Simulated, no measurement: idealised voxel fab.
Presented below is a process module, voxel transistor to metal.
For reference, the cross-section in this document is cut, with width 210 nm and square cells of 5 nm.
Bands, listed from the top down, are how a cross-section gets written in this document; the cross-section itself is a grid of square cells, and a band is one or more rows of them.
Top height, bottom height, nm. Materials left to right, width each, nm. Single material + "throughout" = fills band edge to edge. "empty" = empty.
Basically, 0 is our baseline, since under it the wafer straight out of the box is all one material. The bottom band has no lower end and keeps on going down, so it looks like "0 -> down".
When a width is written as two numbers, as in "30 to 40", the first number is the width in the top row of cells of the band and the second is the width in its bottom row, and the width changes by the same amount from each row to the next.
"remained the same" means the step left every cell of the cross-section as it was.
This entry, "Non-vented voids", enumerates those empty regions of no fewer than 8 cells that possess no open connection to the top. Each region is reported in the form width x height at distance, the distance being taken from the left edge, with all three quantities expressed in nm.
Post-settings text on a step line: simulator's own remark regarding the step.
overlay nm, on a step with a mask: how far to the right of its planned place the mask lay; to the left if negative

Process steps (planned)
1: RECEIVE [material Si]
2: OXIDIZE [depth nm 5]
3: CONFORMAL_DEP [material SiN] [thk nm 10]
4: PATTERN [tone cover] [mask id ACTIVE] [material resist] [width nm 95] [thk nm 15] [overlay nm 0]
5: DIRECTIONAL_ETCH [etch materials SiN] [depth nm 10]
6: DIRECTIONAL_ETCH [etch materials SiO2] [depth nm 5]
7: DIRECTIONAL_ETCH [etch materials Si] [depth nm 35]
8: STRIP [etch materials resist]
9: OXIDIZE [depth nm 5]
10: FILL_DEP [material SiO2] [thk nm 5]
11: CMP [height nm 10]
12: SELECTIVE_ETCH [etch materials SiO2] [depth nm 10]
13: STRIP [etch materials SiN]
14: SELECTIVE_ETCH [etch materials SiO2] [depth nm 5]
15: OXIDIZE [depth nm 5]
16: DIRECTIONAL_DEP [material polySi] [thk nm 25]
17: DIRECTIONAL_DEP [material SiCN] [thk nm 10]
18: MASKED_ETCH [tone cover] [mask id GATE] [width nm 15] [etch materials SiCN] [depth nm 20] [overlay nm 0]
19: MASKED_ETCH [tone cover] [mask id GATE] [width nm 15] [etch materials polySi] [depth nm 35] [overlay nm 0]
20: CONFORMAL_DEP [material SiN] [thk nm 10]
21: DIRECTIONAL_ETCH [etch materials SiN] [depth nm 10]
22: DIRECTIONAL_ETCH [etch materials SiO2] [depth nm 5]
23: DIRECTIONAL_ETCH [etch materials Si] [depth nm 10]
24: EPI [material nSi] [thk nm 15]
25: FILL_DEP [material SiO2] [thk nm 5]
26: CMP [height nm 30]
27: DIRECTIONAL_DEP [material SiO2] [thk nm 15]
28: MASKED_ETCH [tone open] [mask id CONTACT] [width nm 15] [pitch nm 60] [etch materials SiO2] [depth nm 50] [overlay nm 0]
29: CONFORMAL_DEP [material TiN] [thk nm 5]
30: FILL_DEP [material W] [thk nm 10]
31: CMP [height nm 45]
32: DIRECTIONAL_DEP [material TiN] [thk nm 5]
33: DIRECTIONAL_DEP [material W] [thk nm 25]
34: PATTERN [tone cover] [mask id METAL_1] [material resist] [width nm 15] [pitch nm 60] [thk nm 15] [overlay nm 0]
35: DIRECTIONAL_ETCH [etch materials W] [depth nm 25]
36: DIRECTIONAL_ETCH [etch materials TiN] [depth nm 5]
37: STRIP [etch materials resist]
38: FILL_DEP [material lowk] [thk nm 10]
39: CMP [height nm 75]
40: CONFORMAL_DEP [material SiN] [thk nm 5]

Incoming wafer, cross-sectional view, post step 1
0 -> down = Si throughout
Non-vented voids: none

The first of the two wafers as seen in cross-section once the module was finished; processing followed the plan
80 -> 75 = SiN throughout
75 -> 50 = 65 lowk / 15 W / 45 lowk / 15 W / 70 lowk
50 -> 45 = 65 lowk / 15 TiN / 45 lowk / 15 TiN / 70 lowk
45 -> 30 = 65 SiO2 / 5 TiN / 5 W / 5 TiN / 45 SiO2 / 5 TiN / 5 W / 5 TiN / 70 SiO2
30 -> 20 = 65 SiO2 / 5 TiN / 5 W / 5 TiN / 5 SiO2 / 10 SiN / 15 SiCN / 10 SiN / 5 SiO2 / 5 TiN / 5 W / 5 TiN / 70 SiO2
20 -> 10 = 65 SiO2 / 5 TiN / 5 W / 5 TiN / 5 SiO2 / 10 SiN / 15 polySi / 10 SiN / 5 SiO2 / 5 TiN / 5 W / 5 TiN / 70 SiO2
10 -> 5 = 65 SiO2 / 15 TiN / 5 SiO2 / 10 SiN / 15 polySi / 10 SiN / 5 SiO2 / 15 TiN / 70 SiO2
5 -> -5 = 65 SiO2 / 5 TiN / 15 nSi / 10 SiN / 15 polySi / 10 SiN / 15 nSi / 5 TiN / 70 SiO2
-5 -> -10 = 55 SiO2 / 30 nSi / 35 SiO2 / 30 nSi / 60 SiO2
-10 -> -20 = 60 SiO2 / 25 nSi / 35 Si / 25 nSi / 65 SiO2
-20 -> -45 = 60 SiO2 / 85 Si / 65 SiO2
-45 -> down = Si throughout
Non-vented voids: none

Second wafer cross-section at end of module - shared start and plan with the first, one mistake in the run
80 -> 75 = SiN throughout
75 -> 65 = 65 lowk / 15 W / 45 lowk / 15 W / 70 lowk
65 -> 60 = 65 lowk / 15 TiN / 45 lowk / 15 TiN / 70 lowk
60 -> 50 = W throughout
50 -> 45 = 70 TiN / 5 W / 55 TiN / 5 W / 75 TiN
45 -> 30 = 65 SiO2 / 5 TiN / 5 W / 5 TiN / 45 SiO2 / 5 TiN / 5 W / 5 TiN / 70 SiO2
30 -> 20 = 65 SiO2 / 5 TiN / 5 W / 5 TiN / 5 SiO2 / 10 SiN / 15 SiCN / 10 SiN / 5 SiO2 / 5 TiN / 5 W / 5 TiN / 70 SiO2
20 -> 10 = 65 SiO2 / 5 TiN / 5 W / 5 TiN / 5 SiO2 / 10 SiN / 15 polySi / 10 SiN / 5 SiO2 / 5 TiN / 5 W / 5 TiN / 70 SiO2
10 -> 5 = 65 SiO2 / 15 TiN / 5 SiO2 / 10 SiN / 15 polySi / 10 SiN / 5 SiO2 / 15 TiN / 70 SiO2
5 -> -5 = 65 SiO2 / 5 TiN / 15 nSi / 10 SiN / 15 polySi / 10 SiN / 15 nSi / 5 TiN / 70 SiO2
-5 -> -10 = 55 SiO2 / 30 nSi / 35 SiO2 / 30 nSi / 60 SiO2
-10 -> -20 = 60 SiO2 / 25 nSi / 35 Si / 25 nSi / 65 SiO2
-20 -> -45 = 60 SiO2 / 85 Si / 65 SiO2
-45 -> down = Si throughout
Non-vented voids: none
Which mistake was made when the wafer was run? the plan's step 31 went unexecuted, having been skipped
End check, counted in cells, second wafer has more or fewer of these materials than the first: +40 TiN | +68 W | -108 lowk
